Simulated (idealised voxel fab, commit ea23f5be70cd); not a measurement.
Process module heading - voxel local oxidation
Each square cell in cross-section cut measures 5 nm, and the section as a whole is 150 nm wide.
Cross-section layout: square cells on a grid; listed as bands, top to bottom; a band spans one or more cell rows.
Top, bottom (nm), then materials left to right with widths (nm); lone material tagged "everywhere" fills the whole band edge to edge; "empty" = empty space.
Height 0 is the level under which the wafer as received is all one material. The lowest band goes on downwards, as in "z 0 and below".
You'd read "30..40" like this: the band's top row of cells is as wide as the first number, its bottom row is as wide as the second, and going down, every row changes width by the same amount as the row before did.
The cross-section has no changed cell in any step marked "left unchanged".
"Closed-off voids" - sealed voids, min. 8 cells, no opening to top; format: width x height at distance (distance from left edge; nm throughout).
That trailing text on a step's line, after the settings, is the simulator's own remark on the step.
overlay nm: step with mask; distance mask lay right of planned place; negative value = left of planned place.
These are the steps we planned for the process
1 op RECEIVE | material Si
2 op OXIDIZE | depth nm 5
3 op CONFORMAL_DEP | material SiN | thk nm 15
4 op DIRECTIONAL_DEP | material aC | thk nm 15
5 op PATTERN | tone cover | mask id ACTIVE | material resist | width nm 95 | thk nm 30 | overlay nm 0
6 op DIRECTIONAL_ETCH | etch materials aC | depth nm 15
7 op STRIP | etch materials resist
8 op DIRECTIONAL_ETCH | etch materials SiN | depth nm 15
9 op STRIP | etch materials aC
10 op SELECTIVE_ETCH | etch materials SiO2 | depth nm 5
11 op OXIDIZE | depth nm 5
12 op STRIP | etch materials SiN
Every wafer here starts from the same state; it is the step 11 depth nm that distinguishes them, and the value the plan gives belongs to the first wafer.
First of several wafers, received after step 1, in cross-section
z 0 and below | Si everywhere
Closed-off voids: none
Tabulated below, wafer by wafer, are the end-of-module results: for each material, the number of cells gained (+) or lost (-) relative to the as-received state, followed by the closed voids
depth nm 5, -45 Si, +32 SiO2, Closed-off voids: none
depth nm 10, -64 Si, +51 SiO2, Closed-off voids: none
depth nm 15, -87 Si, +74 SiO2, Closed-off voids: none
depth nm 20, -114 Si, +101 SiO2, Closed-off voids: none
depth nm 25, -145 Si, +132 SiO2, Closed-off voids: none
depth nm 30, -180 Si, +167 SiO2, Closed-off voids: none
